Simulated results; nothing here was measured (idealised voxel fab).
The name of this process module is voxel self aligned contacts.
In the cross-section labelled cut, the width is 220 nm and each square cell is 5 nm.
Cross-section layout: square cells on a grid; listed as bands, top to bottom; a band spans one or more cell rows. This entry defines a band. It first specifies the height of the band's top and the height of its bottom in nm, and then specifies the band's materials from left to right, stating each material with its width in nm. The word "all across" identifies a single material that fills the band from edge to edge, while the word "air" identifies empty space. Heads up on the height convention: 0 is the point under which the incoming wafer is all one material, and the lowest band has no bottom, it just keeps going down, like "z 0 and below". So if you see something like "30->40" for the width, read it as the top row of the band sitting at the first number and the bottom row at the second, with every row in between moving by the same amount as the last. The cross-section has no changed cell in any step marked "nothing altered". The list in "Voids, enclosed" covers empty spaces of 8 cells or more that cannot reach the top through any open way, and it gives each as width x height at distance; the distance is from the left edge, and width, height and distance are in nm. On each step's line, the part that comes after the settings is the simulator's own comment on the step. Regarding "overlay nm": on a step with a mask, it is the distance the mask lay to the right of its planned place; a negative value places it to the left.

# Intended process steps
1) RECEIVE with material Si
2) OXIDIZE with depth nm 5
3) DIRECTIONAL_DEP with material polySi, thk nm 20
4) DIRECTIONAL_DEP with material SiN, thk nm 15
5) PATTERN with tone cover, mask id GATE, material resist, width nm 25, pitch nm 50, thk nm 15, overlay nm 0
6) DIRECTIONAL_ETCH with etch materials SiN, depth nm 15
7) DIRECTIONAL_ETCH with etch materials polySi, depth nm 20
8) STRIP with etch materials resist
9) CONFORMAL_DEP with material SiN, thk nm 5
10) DIRECTIONAL_ETCH with etch materials SiN, depth nm 5
11) FILL_DEP with material SiO2, thk nm 10
12) CMP with height nm 40
13) PATTERN with tone open, mask id CONTACT, material resist, width nm 35, pitch nm 50, thk nm 15, overlay nm 0
14) DIRECTIONAL_ETCH with etch materials SiO2, depth nm 45
15) STRIP with etch materials resist
16) CONFORMAL_DEP with material TiN, thk nm 5
17) FILL_DEP with material Ru, thk nm 10
18) CMP with height nm 40
19) CONFORMAL_DEP with material SiCN, thk nm 5

# The following pertains to the first of two wafers, which was processed as planned

# Incoming wafer, cross-sectional view, post step 1
* z 0 and below = Si all across
* Voids, enclosed: none

# So this is the wafer cross-section right after step 2
* z 0 to -5 = SiO2 all across
* Nothing below the height -5 has changed.

# So this is the wafer cross-section right after step 3
* z 20 to 0 = polySi all across
* Nothing below the height 0 has changed.

# So this is the wafer cross-section right after step 4
* z 35 to 20 = SiN all across
* Nothing below the height 20 has changed.

# So this is the wafer cross-section right after step 5
* z 50 to 35 = air 45 nm; resist 25 nm; air 25 nm; resist 25 nm; air 25 nm; resist 25 nm; air 50 nm
* Nothing below the height 35 has changed.

# So this is the wafer cross-section right after step 6
* z 50 to 35 = air 45 nm; resist 25 nm; air 25 nm; resist 25 nm; air 25 nm; resist 25 nm; air 50 nm
* z 35 to 20 = air 45 nm; SiN 25 nm; air 25 nm; SiN 25 nm; air 25 nm; SiN 25 nm; air 50 nm
* Nothing below the height 20 has changed.

# So this is the wafer cross-section right after step 7
* z 50 to 35 = air 45 nm; resist 25 nm; air 25 nm; resist 25 nm; air 25 nm; resist 25 nm; air 50 nm
* z 35 to 20 = air 45 nm; SiN 25 nm; air 25 nm; SiN 25 nm; air 25 nm; SiN 25 nm; air 50 nm
* z 20 to 0 = air 45 nm; polySi 25 nm; air 25 nm; polySi 25 nm; air 25 nm; polySi 25 nm; air 50 nm
* Nothing below the height 0 has changed.

# So this is the wafer cross-section right after step 8
* z 35 to 20 = air 45 nm; SiN 25 nm; air 25 nm; SiN 25 nm; air 25 nm; SiN 25 nm; air 50 nm
* Nothing below the height 20 has changed.

# So this is the wafer cross-section right after step 9
* z 40 to 20 = air 40 nm; SiN 35 nm; air 15 nm; SiN 35 nm; air 15 nm; SiN 35 nm; air 45 nm
* z 20 to 5 = air 40 nm; SiN 5 nm; polySi 25 nm; SiN 5 nm; air 15 nm; SiN 5 nm; polySi 25 nm; SiN 5 nm; air 15 nm; SiN 5 nm; polySi 25 nm; SiN 5 nm; air 45 nm
* z 5 to 0 = SiN 45 nm; polySi 25 nm; SiN 25 nm; polySi 25 nm; SiN 25 nm; polySi 25 nm; SiN 50 nm
* Nothing below the height 0 has changed.

# So this is the wafer cross-section right after step 10
* z 35 to 20 = air 40 nm; SiN 35 nm; air 15 nm; SiN 35 nm; air 15 nm; SiN 35 nm; air 45 nm
* z 20 to 0 = air 40 nm; SiN 5 nm; polySi 25 nm; SiN 5 nm; air 15 nm; SiN 5 nm; polySi 25 nm; SiN 5 nm; air 15 nm; SiN 5 nm; polySi 25 nm; SiN 5 nm; air 45 nm
* Nothing below the height 0 has changed.

# So this is the wafer cross-section right after step 11
* z 45 to 35 = SiO2 all across
* z 35 to 20 = SiO2 40 nm; SiN 35 nm; SiO2 15 nm; SiN 35 nm; SiO2 15 nm; SiN 35 nm; SiO2 45 nm
* z 20 to 0 = SiO2 40 nm; SiN 5 nm; polySi 25 nm; SiN 5 nm; SiO2 15 nm; SiN 5 nm; polySi 25 nm; SiN 5 nm; SiO2 15 nm; SiN 5 nm; polySi 25 nm; SiN 5 nm; SiO2 45 nm
* Nothing below the height 0 has changed.

# So this is the wafer cross-section right after step 12
* z 40 to 35 = SiO2 all across
* Nothing below the height 35 has changed.

# So this is the wafer cross-section right after step 13
* z 55 to 40 = resist 65 nm; air 35 nm; resist 15 nm; air 35 nm; resist 70 nm
* Nothing below the height 40 has changed.

# So this is the wafer cross-section right after step 14
* z 55 to 40 = resist 65 nm; air 35 nm; resist 15 nm; air 35 nm; resist 70 nm
* z 40 to 35 = SiO2 65 nm; air 35 nm; SiO2 15 nm; air 35 nm; SiO2 70 nm
* z 35 to 20 = SiO2 40 nm; SiN 35 nm; air 15 nm; SiN 35 nm; air 15 nm; SiN 35 nm; SiO2 45 nm
* z 20 to 0 = SiO2 40 nm; SiN 5 nm; polySi 25 nm; SiN 5 nm; air 15 nm; SiN 5 nm; polySi 25 nm; SiN 5 nm; air 15 nm; SiN 5 nm; polySi 25 nm; SiN 5 nm; SiO2 45 nm
* z 0 to -5 = SiO2 75 nm; air 15 nm; SiO2 35 nm; air 15 nm; SiO2 80 nm
* Nothing below the height -5 has changed.

# So this is the wafer cross-section right after step 15
* z 40 to 35 = SiO2 65 nm; air 35 nm; SiO2 15 nm; air 35 nm; SiO2 70 nm
* Nothing below the height 35 has changed.

# So this is the wafer cross-section right after step 16
* z 45 to 40 = TiN 70 nm; air 25 nm; TiN 25 nm; air 25 nm; TiN 75 nm
* z 40 to 35 = SiO2 65 nm; TiN 15 nm; air 5 nm; TiN 15 nm; SiO2 15 nm; TiN 15 nm; air 5 nm; TiN 15 nm; SiO2 70 nm
* z 35 to 20 = SiO2 40 nm; SiN 35 nm; TiN 5 nm; air 5 nm; TiN 5 nm; SiN 35 nm; TiN 5 nm; air 5 nm; TiN 5 nm; SiN 35 nm; SiO2 45 nm
* z 20 to 0 = SiO2 40 nm; SiN 5 nm; polySi 25 nm; SiN 5 nm; TiN 5 nm; air 5 nm; TiN 5 nm; SiN 5 nm; polySi 25 nm; SiN 5 nm; TiN 5 nm; air 5 nm; TiN 5 nm; SiN 5 nm; polySi 25 nm; SiN 5 nm; SiO2 45 nm
* z 0 to -5 = SiO2 75 nm; TiN 15 nm; SiO2 35 nm; TiN 15 nm; SiO2 80 nm
* Nothing below the height -5 has changed.

# So this is the wafer cross-section right after step 17
* z 55 to 45 = Ru all across
* z 45 to 40 = TiN 70 nm; Ru 25 nm; TiN 25 nm; Ru 25 nm; TiN 75 nm
* z 40 to 35 = SiO2 65 nm; TiN 15 nm; Ru 5 nm; TiN 15 nm; SiO2 15 nm; TiN 15 nm; Ru 5 nm; TiN 15 nm; SiO2 70 nm
* z 35 to 20 = SiO2 40 nm; SiN 35 nm; TiN 5 nm; Ru 5 nm; TiN 5 nm; SiN 35 nm; TiN 5 nm; Ru 5 nm; TiN 5 nm; SiN 35 nm; SiO2 45 nm
* z 20 to 0 = SiO2 40 nm; SiN 5 nm; polySi 25 nm; SiN 5 nm; TiN 5 nm; Ru 5 nm; TiN 5 nm; SiN 5 nm; polySi 25 nm; SiN 5 nm; TiN 5 nm; Ru 5 nm; TiN 5 nm; SiN 5 nm; polySi 25 nm; SiN 5 nm; SiO2 45 nm
* Nothing below the height 0 has changed.

# So this is the wafer cross-section right after step 18
* z 40 to 35 = SiO2 65 nm; TiN 15 nm; Ru 5 nm; TiN 15 nm; SiO2 15 nm; TiN 15 nm; Ru 5 nm; TiN 15 nm; SiO2 70 nm
* Nothing below the height 35 has changed.

# So this is the wafer cross-section right after step 19
* z 45 to 40 = SiCN all across
* Nothing below the height 40 has changed.

# Second of two: same start, same plan, one run error; steps up to and including 8 match the first

# Cross-section, second wafer, at the end time the plan gives for step 9
* z 30 to 20 = air 45 nm; SiN 25 nm; air 25 nm; SiN 25 nm; air 25 nm; SiN 25 nm; air 50 nm
* Nothing below the height 20 has changed.

# Cross-section, second wafer, at the end time the plan gives for step 10
* z 35 to 20 = air 40 nm; SiN 35 nm; air 15 nm; SiN 35 nm; air 15 nm; SiN 35 nm; air 45 nm
* z 20 to 5 = air 40 nm; SiN 5 nm; polySi 25 nm; SiN 5 nm; air 15 nm; SiN 5 nm; polySi 25 nm; SiN 5 nm; air 15 nm; SiN 5 nm; polySi 25 nm; SiN 5 nm; air 45 nm
* z 5 to 0 = SiN 45 nm; polySi 25 nm; SiN 25 nm; polySi 25 nm; SiN 25 nm; polySi 25 nm; SiN 50 nm
* Nothing below the height 0 has changed.

# Cross-section, second wafer, at the end time the plan gives for step 11
* z 45 to 35 = SiO2 all across
* z 35 to 20 = SiO2 40 nm; SiN 35 nm; SiO2 15 nm; SiN 35 nm; SiO2 15 nm; SiN 35 nm; SiO2 45 nm
* z 20 to 5 = SiO2 40 nm; SiN 5 nm; polySi 25 nm; SiN 5 nm; SiO2 15 nm; SiN 5 nm; polySi 25 nm; SiN 5 nm; SiO2 15 nm; SiN 5 nm; polySi 25 nm; SiN 5 nm; SiO2 45 nm
* Nothing below the height 5 has changed.

# Cross-section, second wafer, at the end time the plan gives for step 12
* z 40 to 35 = SiO2 all across
* Nothing below the height 35 has changed.

# Cross-section, second wafer, at the end time the plan gives for step 13
* z 55 to 40 = resist 65 nm; air 35 nm; resist 15 nm; air 35 nm; resist 70 nm
* Nothing below the height 40 has changed.

# Cross-section, second wafer, at the end time the plan gives for step 14
* z 55 to 40 = resist 65 nm; air 35 nm; resist 15 nm; air 35 nm; resist 70 nm
* z 40 to 35 = SiO2 65 nm; air 35 nm; SiO2 15 nm; air 35 nm; SiO2 70 nm
* z 35 to 20 = SiO2 40 nm; SiN 35 nm; air 15 nm; SiN 35 nm; air 15 nm; SiN 35 nm; SiO2 45 nm
* z 20 to 5 = SiO2 40 nm; SiN 5 nm; polySi 25 nm; SiN 5 nm; air 15 nm; SiN 5 nm; polySi 25 nm; SiN 5 nm; air 15 nm; SiN 5 nm; polySi 25 nm; SiN 5 nm; SiO2 45 nm
* Nothing below the height 5 has changed.

# Cross-section, second wafer, at the end time the plan gives for step 15
* z 40 to 35 = SiO2 65 nm; air 35 nm; SiO2 15 nm; air 35 nm; SiO2 70 nm
* Nothing below the height 35 has changed.

# Cross-section, second wafer, at the end time the plan gives for step 16
* z 45 to 40 = TiN 70 nm; air 25 nm; TiN 25 nm; air 25 nm; TiN 75 nm
* z 40 to 35 = SiO2 65 nm; TiN 15 nm; air 5 nm; TiN 15 nm; SiO2 15 nm; TiN 15 nm; air 5 nm; TiN 15 nm; SiO2 70 nm
* z 35 to 20 = SiO2 40 nm; SiN 35 nm; TiN 5 nm; air 5 nm; TiN 5 nm; SiN 35 nm; TiN 5 nm; air 5 nm; TiN 5 nm; SiN 35 nm; SiO2 45 nm
* z 20 to 10 = SiO2 40 nm; SiN 5 nm; polySi 25 nm; SiN 5 nm; TiN 5 nm; air 5 nm; TiN 5 nm; SiN 5 nm; polySi 25 nm; SiN 5 nm; TiN 5 nm; air 5 nm; TiN 5 nm; SiN 5 nm; polySi 25 nm; SiN 5 nm; SiO2 45 nm
* z 10 to 5 = SiO2 40 nm; SiN 5 nm; polySi 25 nm; SiN 5 nm; TiN 15 nm; SiN 5 nm; polySi 25 nm; SiN 5 nm; TiN 15 nm; SiN 5 nm; polySi 25 nm; SiN 5 nm; SiO2 45 nm
* Nothing below the height 5 has changed.

# Cross-section, second wafer, at the end time the plan gives for step 17
* z 55 to 45 = Ru all across
* z 45 to 40 = TiN 70 nm; Ru 25 nm; TiN 25 nm; Ru 25 nm; TiN 75 nm
* z 40 to 35 = SiO2 65 nm; TiN 15 nm; Ru 5 nm; TiN 15 nm; SiO2 15 nm; TiN 15 nm; Ru 5 nm; TiN 15 nm; SiO2 70 nm
* z 35 to 20 = SiO2 40 nm; SiN 35 nm; TiN 5 nm; Ru 5 nm; TiN 5 nm; SiN 35 nm; TiN 5 nm; Ru 5 nm; TiN 5 nm; SiN 35 nm; SiO2 45 nm
* z 20 to 10 = SiO2 40 nm; SiN 5 nm; polySi 25 nm; SiN 5 nm; TiN 5 nm; Ru 5 nm; TiN 5 nm; SiN 5 nm; polySi 25 nm; SiN 5 nm; TiN 5 nm; Ru 5 nm; TiN 5 nm; SiN 5 nm; polySi 25 nm; SiN 5 nm; SiO2 45 nm
* Nothing below the height 10 has changed.

# Cross-section, second wafer, at the end time the plan gives for step 18
* z 40 to 35 = SiO2 65 nm; TiN 15 nm; Ru 5 nm; TiN 15 nm; SiO2 15 nm; TiN 15 nm; Ru 5 nm; TiN 15 nm; SiO2 70 nm
* Nothing below the height 35 has changed.

# Cross-section, second wafer, at the end time the plan gives for step 19
* z 45 to 40 = SiCN all across
* Nothing below the height 40 has changed.
what went wrong: deviation from plan: step 10 and step 9 executed in one another's positions
Count the cells at the end and the second wafer has more or fewer of some materials than the first: Ru: 4 fewer, SiN: 23 more, SiO2: 11 fewer, TiN: 8 fewer
